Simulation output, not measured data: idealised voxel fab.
A process module follows: voxel transistor to metal.
Section shown: cut. Width: 290 nm. Cell size: 5 nm, square.
The cross-sections in this document take the form of a grid made of square cells. They are written out as bands, in order from top to bottom. Each band consists of one or more rows of cells. Per band: top height and bottom height in nm, followed by the left-to-right materials and their widths in nm; "everywhere" marks a single material spanning edge to edge, "empty" marks empty space. Convention: height 0 is the level below which the wafer, as received, is all one material. The lowest band does not terminate at the bottom but continues downward, represented as "0 down". You'd read "30->40" like this: the band's top row of cells is as wide as the first number, its bottom row is as wide as the second, and going down, every row changes width by the same amount as the row before did. Any step labelled "no alterations made" changed none of the cells in the cross-section. "Enclosed empty spaces" - sealed voids, min. 8 cells, no opening to top; format: width x height at distance (distance from left edge; nm throughout). Formally, on a step line, whatever follows the settings is a remark that the simulator itself makes on the step. What "overlay nm" on a step's line means: if the step has a mask, that mask lay this far to the right of its planned place, or, when the value is negative, to the left.

Listed below are the process steps as planned
1: RECEIVE (material Si)
2: OXIDIZE (depth nm 5)
3: CONFORMAL_DEP (material SiN; thk nm 10)
4: PATTERN (tone cover; mask id ACTIVE; material resist; width nm 100; pitch nm 125; thk nm 20; overlay nm 0)
5: DIRECTIONAL_ETCH (etch materials SiN; depth nm 10)
6: DIRECTIONAL_ETCH (etch materials SiO2; depth nm 5)
7: DIRECTIONAL_ETCH (etch materials Si; depth nm 20)
8: STRIP (etch materials resist)
9: FILL_DEP (material SiO2; thk nm 15)
10: CMP (height nm 10)
11: SELECTIVE_ETCH (etch materials SiO2; depth nm 10)
12: STRIP (etch materials SiN)
13: SELECTIVE_ETCH (etch materials SiO2; depth nm 5)
14: OXIDIZE (depth nm 5)
15: DIRECTIONAL_DEP (material polySi; thk nm 25)
16: DIRECTIONAL_DEP (material SiCN; thk nm 10)
17: DIRECTIONAL_DEP (material aC; thk nm 15)
18: PATTERN (tone cover; mask id GATE; material resist; width nm 20; pitch nm 125; thk nm 35; overlay nm 0)
19: DIRECTIONAL_ETCH (etch materials aC; depth nm 15)
20: STRIP (etch materials resist)
21: DIRECTIONAL_ETCH (etch materials SiCN; depth nm 20)
22: DIRECTIONAL_ETCH (etch materials polySi; depth nm 35)
23: STRIP (etch materials aC)
24: CONFORMAL_DEP (material SiN; thk nm 10)
25: DIRECTIONAL_ETCH (etch materials SiN; depth nm 10)
26: DIRECTIONAL_ETCH (etch materials SiO2; depth nm 5)
27: EPI (material SiGe; thk nm 5)
28: FILL_DEP (material SiO2; thk nm 5)
29: CMP (height nm 30)
30: DIRECTIONAL_DEP (material SiO2; thk nm 15)
31: PATTERN (tone open; mask id CONTACT; material resist; width nm 25; thk nm 15; overlay nm 0)
32: DIRECTIONAL_ETCH (etch materials SiO2; depth nm 50)
33: STRIP (etch materials resist)
34: CONFORMAL_DEP (material TiN; thk nm 5)
35: FILL_DEP (material W; thk nm 10)
36: CMP (height nm 45)
37: DIRECTIONAL_DEP (material TiN; thk nm 5)
38: DIRECTIONAL_DEP (material W; thk nm 20)
39: DIRECTIONAL_DEP (material aC; thk nm 15)
40: PATTERN (tone cover; mask id METAL_1; material resist; width nm 15; thk nm 30; overlay nm 0)
41: DIRECTIONAL_ETCH (etch materials aC; depth nm 15)
42: STRIP (etch materials resist)
43: DIRECTIONAL_ETCH (etch materials W; depth nm 20)
44: DIRECTIONAL_ETCH (etch materials TiN; depth nm 5)
45: STRIP (etch materials aC)
46: CONFORMAL_DEP (material SiN; thk nm 5)
47: FILL_DEP (material SiO2; thk nm 5)
48: CMP (height nm 70)
49: CONFORMAL_DEP (material SiN; thk nm 5)

As received, after step 1
> 0 down  Si everywhere
> Enclosed empty spaces: none

Module complete, cross-section. Starting point and plan per above. One mistake made in running the module
> 75 to 70  SiN everywhere
> 70 to 50  35 nm SiO2; 5 nm SiN; 15 nm W; 5 nm SiN; 40 nm SiO2; 5 nm SiN; 15 nm W; 5 nm SiN; 35 nm SiO2; 5 nm SiN; 15 nm W; 5 nm SiN; 40 nm SiO2; 5 nm SiN; 15 nm W; 5 nm SiN; 40 nm SiO2
> 50 to 45  40 nm SiN; 15 nm TiN; 50 nm SiN; 15 nm TiN; 45 nm SiN; 15 nm TiN; 50 nm SiN; 15 nm TiN; 45 nm SiN
> 45 to 35  35 nm W; 5 nm TiN; 25 nm SiO2; 5 nm TiN; 20 nm W; 5 nm TiN; 25 nm SiO2; 5 nm TiN; 35 nm W; 5 nm TiN; 25 nm SiO2; 5 nm TiN; 20 nm W; 5 nm TiN; 25 nm SiO2; 5 nm TiN; 40 nm W
> 35 to 30  35 nm W; 5 nm TiN; 25 nm SiO2; 30 nm TiN; 25 nm SiO2; 5 nm TiN; 35 nm W; 5 nm TiN; 25 nm SiO2; 30 nm TiN; 25 nm SiO2; 5 nm TiN; 40 nm W
> 30 to 20  35 nm W; 5 nm TiN; 20 nm SiO2; 10 nm SiN; 20 nm SiCN; 10 nm SiN; 20 nm SiO2; 5 nm TiN; 35 nm W; 5 nm TiN; 20 nm SiO2; 10 nm SiN; 20 nm SiCN; 10 nm SiN; 20 nm SiO2; 5 nm TiN; 40 nm W
> 20 to 0  35 nm W; 5 nm TiN; 20 nm SiO2; 10 nm SiN; 20 nm polySi; 10 nm SiN; 20 nm SiO2; 5 nm TiN; 35 nm W; 5 nm TiN; 20 nm SiO2; 10 nm SiN; 20 nm polySi; 10 nm SiN; 20 nm SiO2; 5 nm TiN; 40 nm W
> 0 to -5  40 nm TiN; 20 nm SiO2; 10 nm SiN; 20 nm polySi; 10 nm SiN; 20 nm SiO2; 45 nm TiN; 20 nm SiO2; 10 nm SiN; 20 nm polySi; 10 nm SiN; 20 nm SiO2; 45 nm TiN
> -5 to -10  25 nm SiO2; 35 nm SiGe; 40 nm SiO2; 35 nm SiGe; 15 nm SiO2; 35 nm SiGe; 40 nm SiO2; 35 nm SiGe; 30 nm SiO2
> -10 to -25  30 nm SiO2; 100 nm Si; 25 nm SiO2; 100 nm Si; 35 nm SiO2
> -25 down  Si everywhere
> Enclosed empty spaces: none
Where did the run depart from the plan? step 31, actual vs plan mismatch, actual run PATTERN (tone cover; mask id CONTACT; material resist; width nm 25; thk nm 15; overlay nm 0)
